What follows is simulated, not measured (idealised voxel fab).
Process module under the name voxel self aligned vias
The cross-section shown here is cut; it is 140 nm wide and divided into square cells measuring 5 nm on a side.
This document writes a cross-section as a grid whose cells are square, and gives it as bands, listed from the top down; one or more rows of cells form a band. For a band, the entry starts with two heights in nm, that of the top and then that of the bottom, and carries on with the band's materials in order from left to right, each alongside its width in nm; the word "full width" beside a single material means it fills the band edge to edge, and "empty" means empty space. A quick word on heights: they are counted from 0, and under that level the wafer as it came to us is one material throughout. The lowest band is different from the rest in having no bottom; it simply continues downward, written as in "0 nm and below". A width given as "30 to 40" starts at the first number in the band's top row and ends at the second number in its bottom row, shifting by an equal amount at every step from row to row. "remained the same", as given for a step, is the statement that not any cell of the cross-section underwent a change during that step. "Sealed internal voids" contains a list of empty spaces, each no smaller than 8 cells and without an open way to the top, written in the form width x height at distance with the distance from the left edge and all three in nm. Note: text after step settings on the step line = simulator remark on that step. You can add "overlay nm" to a step's line. For a step with a mask, it describes how far the mask lay to the right of its planned position, and a negative number describes a lay to the left.

## These are the steps we planned for the process
1 RECEIVE [material Si]
2 CONFORMAL_DEP [material SiO2] [thk nm 10]
3 CONFORMAL_DEP [material SiCN] [thk nm 5]
4 DIRECTIONAL_DEP [material lowk] [thk nm 20]
5 MASKED_ETCH [tone open] [mask id LINES] [width nm 30] [pitch nm 70] [etch materials lowk] [depth nm 20] [overlay nm 0]
6 CONFORMAL_DEP [material TiN] [thk nm 5]
7 FILL_DEP [material Ru] [thk nm 5]
8 CMP [height nm 35]
9 SELECTIVE_ETCH [etch materials W Ru TiN] [depth nm 5]
10 FILL_DEP [material SiN] [thk nm 10]
11 CMP [height nm 35]
12 DIRECTIONAL_DEP [material lowk] [thk nm 20]
13 PATTERN [tone open] [mask id VIAS] [material resist] [width nm 40] [thk nm 20] [overlay nm 0]
14 DIRECTIONAL_ETCH [etch materials lowk] [depth nm 20]
15 DIRECTIONAL_ETCH [etch materials SiN] [depth nm 5]
16 STRIP [etch materials resist]
17 CONFORMAL_DEP [material TiN] [thk nm 5]
18 FILL_DEP [material Cu] [thk nm 10]
19 CMP [height nm 55]
20 CONFORMAL_DEP [material SiCN] [thk nm 5]

## First wafer, two in total, run as planned

## Step 1 complete: cross-section of the wafer as received
> 0 nm and below  Si full width
> Sealed internal voids: none

## Sectional view: wafer, after step 2
> 10 nm to 0 nm  SiO2 full width
> Whatever lies below 0 is exactly as it was before.

## Sectional view: wafer, after step 3
> 15 nm to 10 nm  SiCN full width
> Whatever lies below 10 is exactly as it was before.

## Sectional view: wafer, after step 4
> 35 nm to 15 nm  lowk full width
> Whatever lies below 15 is exactly as it was before.

## Sectional view: wafer, after step 5
> 35 nm to 15 nm  lowk 20 nm; empty 30 nm; lowk 40 nm; empty 30 nm; lowk 20 nm
> Whatever lies below 15 is exactly as it was before.

## Sectional view: wafer, after step 6
> 40 nm to 35 nm  TiN 25 nm; empty 20 nm; TiN 50 nm; empty 20 nm; TiN 25 nm
> 35 nm to 20 nm  lowk 20 nm; TiN 5 nm; empty 20 nm; TiN 5 nm; lowk 40 nm; TiN 5 nm; empty 20 nm; TiN 5 nm; lowk 20 nm
> 20 nm to 15 nm  lowk 20 nm; TiN 30 nm; lowk 40 nm; TiN 30 nm; lowk 20 nm
> Whatever lies below 15 is exactly as it was before.

## Sectional view: wafer, after step 7
> 45 nm to 40 nm  Ru full width
> 40 nm to 35 nm  TiN 25 nm; Ru 20 nm; TiN 50 nm; Ru 20 nm; TiN 25 nm
> 35 nm to 20 nm  lowk 20 nm; TiN 5 nm; Ru 20 nm; TiN 5 nm; lowk 40 nm; TiN 5 nm; Ru 20 nm; TiN 5 nm; lowk 20 nm
> Whatever lies below 20 is exactly as it was before.

## Sectional view: wafer, after step 8
> 35 nm to 20 nm  lowk 20 nm; TiN 5 nm; Ru 20 nm; TiN 5 nm; lowk 40 nm; TiN 5 nm; Ru 20 nm; TiN 5 nm; lowk 20 nm
> Whatever lies below 20 is exactly as it was before.

## Sectional view: wafer, after step 9
> 35 nm to 30 nm  lowk 20 nm; empty 30 nm; lowk 40 nm; empty 30 nm; lowk 20 nm
> Whatever lies below 30 is exactly as it was before.

## Sectional view: wafer, after step 10
> 45 nm to 35 nm  SiN full width
> 35 nm to 30 nm  lowk 20 nm; SiN 30 nm; lowk 40 nm; SiN 30 nm; lowk 20 nm
> Whatever lies below 30 is exactly as it was before.

## Sectional view: wafer, after step 11
> 35 nm to 30 nm  lowk 20 nm; SiN 30 nm; lowk 40 nm; SiN 30 nm; lowk 20 nm
> Whatever lies below 30 is exactly as it was before.

## Sectional view: wafer, after step 12
> 55 nm to 35 nm  lowk full width
> Whatever lies below 35 is exactly as it was before.

## Sectional view: wafer, after step 13
> 75 nm to 55 nm  resist 15 nm; empty 40 nm; resist 85 nm
> Whatever lies below 55 is exactly as it was before.

## Sectional view: wafer, after step 14
> 75 nm to 55 nm  resist 15 nm; empty 40 nm; resist 85 nm
> 55 nm to 35 nm  lowk 15 nm; empty 40 nm; lowk 85 nm
> Whatever lies below 35 is exactly as it was before.

## Sectional view: wafer, after step 15
> 75 nm to 55 nm  resist 15 nm; empty 40 nm; resist 85 nm
> 55 nm to 35 nm  lowk 15 nm; empty 40 nm; lowk 85 nm
> 35 nm to 30 nm  lowk 20 nm; empty 30 nm; lowk 40 nm; SiN 30 nm; lowk 20 nm
> Whatever lies below 30 is exactly as it was before.

## Sectional view: wafer, after step 16
> 55 nm to 35 nm  lowk 15 nm; empty 40 nm; lowk 85 nm
> Whatever lies below 35 is exactly as it was before.

## Sectional view: wafer, after step 17
> 60 nm to 55 nm  TiN 20 nm; empty 30 nm; TiN 90 nm
> 55 nm to 40 nm  lowk 15 nm; TiN 5 nm; empty 30 nm; TiN 5 nm; lowk 85 nm
> 40 nm to 35 nm  lowk 15 nm; TiN 10 nm; empty 20 nm; TiN 10 nm; lowk 85 nm
> 35 nm to 30 nm  lowk 20 nm; TiN 30 nm; lowk 40 nm; SiN 30 nm; lowk 20 nm
> Whatever lies below 30 is exactly as it was before.

## Sectional view: wafer, after step 18
> 70 nm to 60 nm  Cu full width
> 60 nm to 55 nm  TiN 20 nm; Cu 30 nm; TiN 90 nm
> 55 nm to 40 nm  lowk 15 nm; TiN 5 nm; Cu 30 nm; TiN 5 nm; lowk 85 nm
> 40 nm to 35 nm  lowk 15 nm; TiN 10 nm; Cu 20 nm; TiN 10 nm; lowk 85 nm
> Whatever lies below 35 is exactly as it was before.

## Sectional view: wafer, after step 19
> 55 nm to 40 nm  lowk 15 nm; TiN 5 nm; Cu 30 nm; TiN 5 nm; lowk 85 nm
> Whatever lies below 40 is exactly as it was before.

## Sectional view: wafer, after step 20
> 60 nm to 55 nm  SiCN full width
> Whatever lies below 55 is exactly as it was before.

## Second wafer, same starting state and plan as the first, one mistake in the run, identical through step 8

## The second wafer cut through, at the time step 9 was supposed to be finished
> 35 nm to 30 nm  empty 20 nm; TiN 5 nm; Ru 20 nm; TiN 5 nm; empty 40 nm; TiN 5 nm; Ru 20 nm; TiN 5 nm; empty 20 nm
> Whatever lies below 30 is exactly as it was before.

## The second wafer cut through, at the time step 10 was supposed to be finished
> 45 nm to 35 nm  SiN full width
> 35 nm to 30 nm  SiN 20 nm; TiN 5 nm; Ru 20 nm; TiN 5 nm; SiN 40 nm; TiN 5 nm; Ru 20 nm; TiN 5 nm; SiN 20 nm
> Whatever lies below 30 is exactly as it was before.

## The second wafer cut through, at the time step 11 was supposed to be finished
> 35 nm to 30 nm  SiN 20 nm; TiN 5 nm; Ru 20 nm; TiN 5 nm; SiN 40 nm; TiN 5 nm; Ru 20 nm; TiN 5 nm; SiN 20 nm
> Whatever lies below 30 is exactly as it was before.

## The second wafer cut through, at the time step 12 was supposed to be finished
> 55 nm to 35 nm  lowk full width
> Whatever lies below 35 is exactly as it was before.

## The second wafer cut through, at the time step 13 was supposed to be finished
> 75 nm to 55 nm  resist 15 nm; empty 40 nm; resist 85 nm
> Whatever lies below 55 is exactly as it was before.

## The second wafer cut through, at the time step 14 was supposed to be finished
> 75 nm to 55 nm  resist 15 nm; empty 40 nm; resist 85 nm
> 55 nm to 35 nm  lowk 15 nm; empty 40 nm; lowk 85 nm
> Whatever lies below 35 is exactly as it was before.

## The second wafer cut through, at the time step 15 was supposed to be finished
> 75 nm to 55 nm  resist 15 nm; empty 40 nm; resist 85 nm
> 55 nm to 35 nm  lowk 15 nm; empty 40 nm; lowk 85 nm
> 35 nm to 30 nm  SiN 15 nm; empty 5 nm; TiN 5 nm; Ru 20 nm; TiN 5 nm; empty 5 nm; SiN 35 nm; TiN 5 nm; Ru 20 nm; TiN 5 nm; SiN 20 nm
> Whatever lies below 30 is exactly as it was before.

## The second wafer cut through, at the time step 16 was supposed to be finished
> 55 nm to 35 nm  lowk 15 nm; empty 40 nm; lowk 85 nm
> Whatever lies below 35 is exactly as it was before.

## The second wafer cut through, at the time step 17 was supposed to be finished
> 60 nm to 55 nm  TiN 20 nm; empty 30 nm; TiN 90 nm
> 55 nm to 40 nm  lowk 15 nm; TiN 5 nm; empty 30 nm; TiN 5 nm; lowk 85 nm
> 40 nm to 35 nm  lowk 15 nm; TiN 40 nm; lowk 85 nm
> 35 nm to 30 nm  SiN 15 nm; TiN 10 nm; Ru 20 nm; TiN 10 nm; SiN 35 nm; TiN 5 nm; Ru 20 nm; TiN 5 nm; SiN 20 nm
> Whatever lies below 30 is exactly as it was before.

## The second wafer cut through, at the time step 18 was supposed to be finished
> 70 nm to 60 nm  Cu full width
> 60 nm to 55 nm  TiN 20 nm; Cu 30 nm; TiN 90 nm
> 55 nm to 40 nm  lowk 15 nm; TiN 5 nm; Cu 30 nm; TiN 5 nm; lowk 85 nm
> Whatever lies below 40 is exactly as it was before.

## The second wafer cut through, at the time step 19 was supposed to be finished
> 55 nm to 40 nm  lowk 15 nm; TiN 5 nm; Cu 30 nm; TiN 5 nm; lowk 85 nm
> Whatever lies below 40 is exactly as it was before.

## The second wafer cut through, at the time step 20 was supposed to be finished
> 60 nm to 55 nm  SiCN full width
> Whatever lies below 55 is exactly as it was before.
Here's what went sideways: planned and actual differ for step 9; actual: SELECTIVE_ETCH [etch materials lowk] [depth nm 5]
Bottom line after processing is that, in cells, the second wafer is up or down on some materials versus the first: Cu: 4 fewer | Ru: 8 more | SiN: 8 more | TiN: 4 more | lowk: 16 fewer
